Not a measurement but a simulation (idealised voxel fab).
process module | voxel quadruple lines
cross-section cut | 285 nm wide | cells 5 nm
A cross-section is a grid of square cells, given in bands from the top down. A band is one or more rows of cells.
Each band's line starts with the height of the band's top and of its bottom, in nm. Then come its materials from left to right, each with its width in nm. One material with "throughout" fills the band from edge to edge. "air" is empty space.
Height 0 is the level under which the wafer as received is all one material. The lowest band goes on downwards, as in "0 down".
A width such as "30 to 40" changes by the same amount from each row of cells to the next, from the band's top row to its bottom row.
"no change" after a step means that no cell of the cross-section changed.
closed voids: empty space of 8 cells or more with no open way to the top, each as width x height at its distance from the left edge, in nm
after a step's settings: what the simulator itself notes on the step
overlay nm, on a step with a mask: how far to the right of its planned place the mask lay; to the left if negative
plan
1 op RECEIVE | material Si
2 op CONFORMAL_DEP | material SiO2 | thk nm 10
3 op DIRECTIONAL_DEP | material W | thk nm 10
4 op DIRECTIONAL_DEP | material polySi | thk nm 20
5 op DIRECTIONAL_DEP | material aC | thk nm 20
6 op PATTERN | tone cover | mask id MANDREL | material resist | width nm 30 | pitch nm 80 | thk nm 25 | overlay nm 0
7 op DIRECTIONAL_ETCH | etch materials aC | depth nm 20
8 op STRIP | etch materials resist
9 op CONFORMAL_DEP | material SiO2 | thk nm 10
10 op DIRECTIONAL_ETCH | etch materials SiO2 | depth nm 10
11 op STRIP | etch materials aC
12 op DIRECTIONAL_ETCH | etch materials polySi | depth nm 20
13 op STRIP | etch materials SiO2
14 op CONFORMAL_DEP | material SiCN | thk nm 10
15 op DIRECTIONAL_ETCH | etch materials SiCN | depth nm 10
16 op STRIP | etch materials polySi
17 op DIRECTIONAL_ETCH | etch materials W | depth nm 10
18 op STRIP | etch materials SiCN
as received, after step 1
  0 down: Si throughout
  closed voids: none
first wafer at the end, as planned
  20 to 10: air 65 | W 10 | air 10 | W 10 | air 10 | W 10 | air 10 | W 10 | air 10 | W 10 | air 10 | W 10 | air 10 | W 10 | air 10 | W 10 | air 70
  10 to 0: SiO2 throughout
  0 down: Si throughout
  closed voids: none
second wafer at the end: like start, like plan, one mistake
  10 to 0: air 65 | W 10 | air 10 | W 10 | air 10 | W 10 | air 10 | W 10 | air 10 | W 10 | air 10 | W 10 | air 10 | W 10 | air 10 | W 10 | air 70
  0 down: Si throughout
  closed voids: none
what went wrong: step 2 was left out
at the end the second wafer has, in cells: 114 fewer of SiO2
